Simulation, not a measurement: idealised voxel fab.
Module name: voxel wiring stack (process module)
FYI the section here is cut, 240 nm wide, cells are 5 nm squares.
The cross-sections in this document take the form of a grid made of square cells. They are written out as bands, in order from top to bottom. Each band consists of one or more rows of cells.
Look at the band entry: it leads with the top's height and the bottom's height in nm. Then it lists the materials left to right, with a width in nm for each. The word "full width" on a single material says that material fills the band edge to edge. The word "blank" is empty space.
Heights are measured from 0, the level below which the as-received wafer is all one material; the lowest band has no bottom and continues downward, written as in "from 0 down".
Note: "30..40" means the width goes from the first number (top row of the band) to the second number (bottom row) in equal steps per row of cells.
Reading "no modifications" for a step: not a cell of the cross-section changed in it.
"Enclosed empty spaces" means: voids of 8 cells or more that are shut off from the top with no open way through. Written width x height at distance, distance from the left edge, in nm.
That trailing text on a step's line, after the settings, is the simulator's own remark on the step.
When a step includes a mask, the "overlay nm" setting on its line states how far to the right of its planned place that mask lay, and negative values state how far to the left.

**Planned step list for the process**
step 1: RECEIVE | material Si
step 2: CONFORMAL_DEP | material SiO2 | thk nm 15
step 3: CONFORMAL_DEP | material SiN | thk nm 5
step 4: DIRECTIONAL_DEP | material SiO2 | thk nm 15
step 5: PATTERN | tone open | mask id METAL_1 | material resist | width nm 30 | pitch nm 50 | thk nm 20 | overlay nm 0
step 6: DIRECTIONAL_ETCH | etch materials SiO2 | depth nm 15
step 7: DIRECTIONAL_ETCH | etch materials SiN | depth nm 5
step 8: STRIP | etch materials resist
step 9: CONFORMAL_DEP | material TiN | thk nm 5
step 10: FILL_DEP | material Cu | thk nm 10
step 11: CMP | height nm 35
step 12: EPI | material Ru | thk nm 5
step 13: FILL_DEP | material SiCN | thk nm 5
step 14: DIRECTIONAL_DEP | material lowk | thk nm 25
step 15: DIRECTIONAL_DEP | material aC | thk nm 15
step 16: PATTERN | tone open | mask id METAL_2 | material resist | width nm 30 | pitch nm 50 | thk nm 35 | overlay nm 0
step 17: DIRECTIONAL_ETCH | etch materials aC | depth nm 15
step 18: STRIP | etch materials resist
step 19: DIRECTIONAL_ETCH | etch materials lowk | depth nm 15
step 20: STRIP | etch materials aC
step 21: PATTERN | tone open | mask id METAL_2_HOLES | material resist | width nm 15 | thk nm 15 | overlay nm 0
step 22: DIRECTIONAL_ETCH | etch materials lowk | depth nm 10
step 23: DIRECTIONAL_ETCH | etch materials SiCN | depth nm 5
step 24: STRIP | etch materials resist
step 25: CONFORMAL_DEP | material TiN | thk nm 5
step 26: FILL_DEP | material Ru | thk nm 10
step 27: CMP | height nm 70
step 28: CONFORMAL_DEP | material SiN | thk nm 5

**Cross-section of the wafer upon arrival, representing the state reached after step 1**
* from 0 down | Si full width
* Enclosed empty spaces: none

**The plan above was carried out on the starting structure above with one mistake, and this cross-section shows the wafer at the end of the module**
* from 75 to 70 | SiN full width
* from 70 to 60 | 80 lowk / 5 SiO2 / 20 Ru / 5 SiO2 / 20 lowk / 5 SiO2 / 20 Ru / 5 SiO2 / 80 lowk
* from 60 to 55 | 80 lowk / 5 SiO2 / 5 Ru / 20 SiO2 / 20 lowk / 30 SiO2 / 80 lowk
* from 55 to 45 | 80 lowk / 5 SiO2 / 5 Ru / 5 SiO2 / 145 lowk
* from 45 to 40 | 80 SiCN / 15 SiO2 / 145 SiCN
* from 40 to 35 | 75 SiCN / 40 Ru / 10 SiCN / 40 Ru / 75 SiCN
* from 35 to 20 | 80 SiO2 / 5 TiN / 20 Cu / 5 TiN / 20 SiO2 / 5 TiN / 20 Cu / 5 TiN / 80 SiO2
* from 20 to 15 | 80 SiN / 30 TiN / 20 SiN / 30 TiN / 80 SiN
* from 15 to 0 | SiO2 full width
* from 0 down | Si full width
* Enclosed empty spaces: none
Deviation from plan: contrary to plan, step 25 was performed as CONFORMAL_DEP | material SiO2 | thk nm 5
